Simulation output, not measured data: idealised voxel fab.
process module | voxel capacitor over wiring
cross-section cut | 290 nm wide | cells 5 nm
A cross-section is a grid of square cells, given in bands from the top down. A band is one or more rows of cells.
Each band's line starts with the height of the band's top and of its bottom, in nm. Then come its materials from left to right, each with its width in nm. One material with "throughout" fills the band from edge to edge. "air" is empty space.
Height 0 is the level under which the wafer as received is all one material. The lowest band goes on downwards, as in "0 down".
A width such as "30 to 40" changes by the same amount from each row of cells to the next, from the band's top row to its bottom row.
"no change" after a step means that no cell of the cross-section changed.
closed voids: empty space of 8 cells or more with no open way to the top, each as width x height at its distance from the left edge, in nm
after a step's settings: what the simulator itself notes on the step
overlay nm, on a step with a mask: how far to the right of its planned place the mask lay; to the left if negative
plan
1 op RECEIVE | material Si
2 op CONFORMAL_DEP | material SiO2 | thk nm 10
3 op CONFORMAL_DEP | material SiCN | thk nm 5
4 op DIRECTIONAL_DEP | material lowk | thk nm 15
5 op MASKED_ETCH | tone open | mask id METAL_1 | width nm 30 | pitch nm 100 | etch materials lowk | depth nm 15 | overlay nm 0
6 op MASKED_ETCH | tone open | mask id METAL_1 | width nm 30 | pitch nm 100 | etch materials SiCN | depth nm 5 | overlay nm 0
7 op CONFORMAL_DEP | material TiN | thk nm 5
8 op FILL_DEP | material Ru | thk nm 10
9 op CMP | height nm 30
10 op CONFORMAL_DEP | material SiCN | thk nm 5
11 op DIRECTIONAL_DEP | material lowk | thk nm 15
12 op DIRECTIONAL_DEP | material aC | thk nm 15
13 op PATTERN | tone open | mask id PLUG_1 | material resist | width nm 15 | thk nm 30 | overlay nm 0
14 op DIRECTIONAL_ETCH | etch materials aC | depth nm 15
15 op STRIP | etch materials resist
16 op DIRECTIONAL_ETCH | etch materials lowk | depth nm 15
17 op DIRECTIONAL_ETCH | etch materials SiCN | depth nm 5
18 op STRIP | etch materials aC
19 op EPI | material Ru | thk nm 10
20 op EPI | material Ru | thk nm 10
21 op DIRECTIONAL_DEP | material TiN | thk nm 5
22 op DIRECTIONAL_DEP | material Al2O3 | thk nm 5
23 op DIRECTIONAL_DEP | material TiN | thk nm 10
24 op MASKED_ETCH | tone cover | mask id UPPER_PLATE | width nm 75 | etch materials TiN | depth nm 10 | overlay nm 0
25 op MASKED_ETCH | tone cover | mask id UPPER_PLATE | width nm 75 | etch materials Al2O3 | depth nm 5 | overlay nm 0
26 op DIRECTIONAL_DEP | material aC | thk nm 15
27 op PATTERN | tone cover | mask id LOWER_PLATE | material resist | width nm 85 | thk nm 35 | overlay nm 0
28 op DIRECTIONAL_ETCH | etch materials aC | depth nm 15
29 op STRIP | etch materials resist
30 op DIRECTIONAL_ETCH | etch materials TiN | depth nm 5
31 op STRIP | etch materials aC
32 op FILL_DEP | material SiO2 | thk nm 15
33 op CMP | height nm 80
34 op PATTERN | tone open | mask id PLUG_2 | material resist | width nm 15 | thk nm 15 | overlay nm 0
35 op DIRECTIONAL_ETCH | etch materials SiO2 | depth nm 10
36 op STRIP | etch materials resist
37 op CONFORMAL_DEP | material TiN | thk nm 5
38 op FILL_DEP | material Cu | thk nm 10
39 op CMP | height nm 80
40 op CONFORMAL_DEP | material SiN | thk nm 5
as received, after step 1
  0 down: Si throughout
  closed voids: none
first wafer at the end, as planned
  85 to 80: SiN throughout
  80 to 75: SiO2 105 | TiN 5 | Cu 5 | TiN 5 | SiO2 170
  75 to 70: SiO2 105 | TiN 15 | SiO2 170
  70 to 60: SiO2 95 | TiN 75 | SiO2 120
  60 to 55: SiO2 95 | Al2O3 75 | SiO2 120
  55 to 50: SiO2 90 | TiN 85 | SiO2 115
  50 to 35: lowk 95 | Ru 15 | lowk 180
  35 to 30: SiCN 95 | Ru 15 | SiCN 180
  30 to 15: lowk 80 | TiN 5 | Ru 20 | TiN 5 | lowk 70 | TiN 5 | Ru 20 | TiN 5 | lowk 80
  15 to 10: SiCN 80 | TiN 30 | SiCN 70 | TiN 30 | SiCN 80
  10 to 0: SiO2 throughout
  0 down: Si throughout
  closed voids: none
second wafer at the end: like start, like plan, one mistake
  85 to 80: SiN throughout
  80 to 75: SiO2 105 | TiN 5 | Cu 5 | TiN 5 | SiO2 170
  75 to 70: SiO2 105 | TiN 15 | SiO2 170
  70 to 65: SiO2 90 | TiN 5 | SiO2 75 | TiN 5 | SiO2 115
  65 to 60: TiN 95 | SiO2 75 | TiN 120
  60 to 55: Al2O3 throughout
  55 to 50: TiN throughout
  50 to 35: lowk 95 | Ru 15 | lowk 180
  35 to 30: SiCN 95 | Ru 15 | SiCN 180
  30 to 15: lowk 80 | TiN 5 | Ru 20 | TiN 5 | lowk 70 | TiN 5 | Ru 20 | TiN 5 | lowk 80
  15 to 10: SiCN 80 | TiN 30 | SiCN 70 | TiN 30 | SiCN 80
  10 to 0: SiO2 throughout
  0 down: Si throughout
  closed voids: none
what went wrong: step 24 ran as: op MASKED_ETCH | tone open | mask id UPPER_PLATE | width nm 75 | etch materials TiN | depth nm 10 | overlay nm 0
at the end the second wafer has, in cells: 43 more of Al2O3 | 99 fewer of SiO2 | 56 more of TiN
